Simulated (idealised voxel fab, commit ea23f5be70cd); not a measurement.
The following is a process module called voxel gate over fins.
Shown is cross-section cut, with a width of 140 nm and square cells of size 5 nm.
Square cells in a grid make up a cross-section in this document, and the grid is given as bands, listed from the top down, each one or more rows of cells.
In this notation a band is specified by the heights of its top and bottom, in that order and in nm, after which its materials appear from left to right, each paired with its width in nm. The word "throughout" attached to a single material means that material fills the band from edge to edge; the word "blank" stands for empty space.
We count height from 0. Below that, the starting wafer is all one material. The lowest band never ends at the bottom but goes on down; see "0 down" for how that is written.
Per-row width for "30->40": begins at first number (top row of band), ends at second number (bottom row), increment between rows held constant.
The cross-section has no changed cell in any step marked "nothing got changed".
Enclosed voids (no open way to top), threshold 8 cells or more, entry "Voids lacking openings", notation width x height at distance, distance from left edge, nm.
Step line, after settings: the simulator's comment on this step.
overlay nm: step with mask; distance mask lay right of planned place; negative value = left of planned place.

Planned process steps
1) RECEIVE,material Si
2) CONFORMAL_DEP,material SiN,thk nm 5
3) PATTERN,tone cover,mask id FINS,material resist,width nm 15,pitch nm 60,thk nm 20,overlay nm 0
4) DIRECTIONAL_ETCH,etch materials SiN,depth nm 5
5) DIRECTIONAL_ETCH,etch materials Si,depth nm 40
6) STRIP,etch materials resist
7) OXIDIZE,depth nm 5
8) FILL_DEP,material SiO2,thk nm 15
9) CMP,height nm 5
10) PATTERN,tone open,mask id RAIL,material resist,width nm 15,thk nm 15,overlay nm 0
11) DIRECTIONAL_ETCH,etch materials SiO2,depth nm 40
12) STRIP,etch materials resist
13) CONFORMAL_DEP,material TiN,thk nm 5
14) FILL_DEP,material W,thk nm 10
15) CMP,height nm 5
16) SELECTIVE_ETCH,etch materials W Ru TiN,depth nm 20
17) FILL_DEP,material SiO2,thk nm 5
18) CMP,height nm 5
19) SELECTIVE_ETCH,etch materials SiO2,depth nm 15
20) STRIP,etch materials SiN
21) CONFORMAL_DEP,material HfO2,thk nm 5
22) CONFORMAL_DEP,material TiN,thk nm 5
23) CONFORMAL_DEP,material TiAl,thk nm 5
24) CONFORMAL_DEP,material TiN,thk nm 5
25) FILL_DEP,material W,thk nm 10
26) CMP,height nm 25
27) CONFORMAL_DEP,material SiCN,thk nm 10
Be aware that, although all wafers share a common starting state, the width nm at step 3 differs among them, and the plan displays the first wafer's value.

Cross-section, first of several wafers, as delivered after step 1
0 down  Si throughout
Voids lacking openings: none

Per wafer (row), end of module: delta in cells per material since receipt, (+) for gained, (-) for lost; closed voids after that
width nm 15, +36 HfO2, -234 Si, +56 SiCN, +170 SiO2, +36 TiAl, +81 TiN, +51 W, Voids lacking openings: none
width nm 20, +36 HfO2, -216 Si, +56 SiCN, +156 SiO2, +36 TiAl, +81 TiN, +47 W, Voids lacking openings: none
width nm 25, +36 HfO2, -198 Si, +56 SiCN, +142 SiO2, +36 TiAl, +81 TiN, +43 W, Voids lacking openings: none
width nm 30, +36 HfO2, -180 Si, +56 SiCN, +128 SiO2, +36 TiAl, +81 TiN, +39 W, Voids lacking openings: none
